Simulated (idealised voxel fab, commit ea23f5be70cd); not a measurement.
The name of this process module is voxel ribs on slabs.
Section shown: cut. Width: 155 nm. Cell size: 5 nm, square.
Each cross-section below is a grid of square cells, stated as bands in top-down order, with one or more rows of cells making up each band. Band: top height; bottom height; in nm. Then, left to right: material with width in nm, for each material. "all across": a single material spanning edge to edge. "air": empty space. Height is counted from the level 0, under which the received wafer is composed throughout of one material. The lowest of the bands is not closed at the bottom but continues downward, in the notation "top 0, no bottom". Width "30..40": first value at the band's top row of cells, second value at its bottom row, equal change from row to row. "nothing different" -> step changed no cross-section cell. In the "Sealed voids" entry, you get each enclosed empty space of 8 cells or more, one with no open way to the top, written width x height at distance, distance from the left edge, in nm. after a step's settings: what the simulator itself notes on the step. A step line may carry the setting "overlay nm", which, for steps involving a mask, states the distance by which the mask lay to the right of its intended position; negative values denote displacement to the left.
Set out below are the planned steps of the process
1: RECEIVE with material Si
2: DIRECTIONAL_DEP with material SiO2, thk nm 25
3: DIRECTIONAL_DEP with material SiN, thk nm 10
4: PATTERN with tone cover, mask id RIB, material resist, width nm 15, thk nm 15, overlay nm 0
5: DIRECTIONAL_ETCH with etch materials SiN, depth nm 5
6: STRIP with etch materials resist
7: PATTERN with tone cover, mask id SLAB, material resist, width nm 65, thk nm 15, overlay nm 0
8: DIRECTIONAL_ETCH with etch materials SiN, depth nm 15
9: STRIP with etch materials resist
10: FILL_DEP with material SiO2, thk nm 25
11: CMP with height nm 60
12: DIRECTIONAL_DEP with material TiN, thk nm 10
13: MASKED_ETCH with tone cover, mask id HEATER, width nm 25, etch materials TiN, depth nm 10, overlay nm 0
14: CONFORMAL_DEP with material SiO2, thk nm 5
Wafer-to-wafer difference: thk nm, step 3. Common start. Plan = first wafer's value.
The first of several wafers in cross-section, exactly as it reached us after step 1
- top 0, no bottom | Si all across
- Sealed voids: none
End of the module, past its last step, step 14: how the first of several wafers looks in cross-section
- top 75, bottom 70 | air 60  SiO2 35  air 60
- top 70, bottom 65 | air 60  SiO2 5  TiN 25  SiO2 5  air 60
- top 65, bottom 60 | SiO2 65  TiN 25  SiO2 65
- top 60, bottom 35 | SiO2 all across
- top 35, bottom 25 | SiO2 70..45  SiN 15..65  SiO2 70..45
- top 25, bottom 0 | SiO2 all across
- top 0, no bottom | Si all across
- Sealed voids: none
Cross-section, module end, final of several wafers
- top 75, bottom 70 | air 60  SiO2 35  air 60
- top 70, bottom 65 | air 60  SiO2 5  TiN 25  SiO2 5  air 60
- top 65, bottom 60 | SiO2 65  TiN 25  SiO2 65
- top 60, bottom 55 | SiO2 70  SiN 15  SiO2 70
- top 55, bottom 40 | SiO2 45  SiN 65  SiO2 45
- top 40, bottom 25 | SiN all across
- top 25, bottom 0 | SiO2 all across
- top 0, no bottom | Si all across
- Sealed voids: none
Each row below is a wafer at the end of the module, listing for every material the number of cells it has gained (+) or lost (-) since it was received, followed by its closed voids
thk nm 10; +16 SiN; +391 SiO2; +10 TiN; Sealed voids: none
thk nm 15; +29 SiN; +378 SiO2; +10 TiN; Sealed voids: none
thk nm 20; +42 SiN; +365 SiO2; +10 TiN; Sealed voids: none
thk nm 25; +73 SiN; +334 SiO2; +10 TiN; Sealed voids: none
thk nm 30; +104 SiN; +303 SiO2; +10 TiN; Sealed voids: none
thk nm 35; +135 SiN; +272 SiO2; +10 TiN; Sealed voids: none
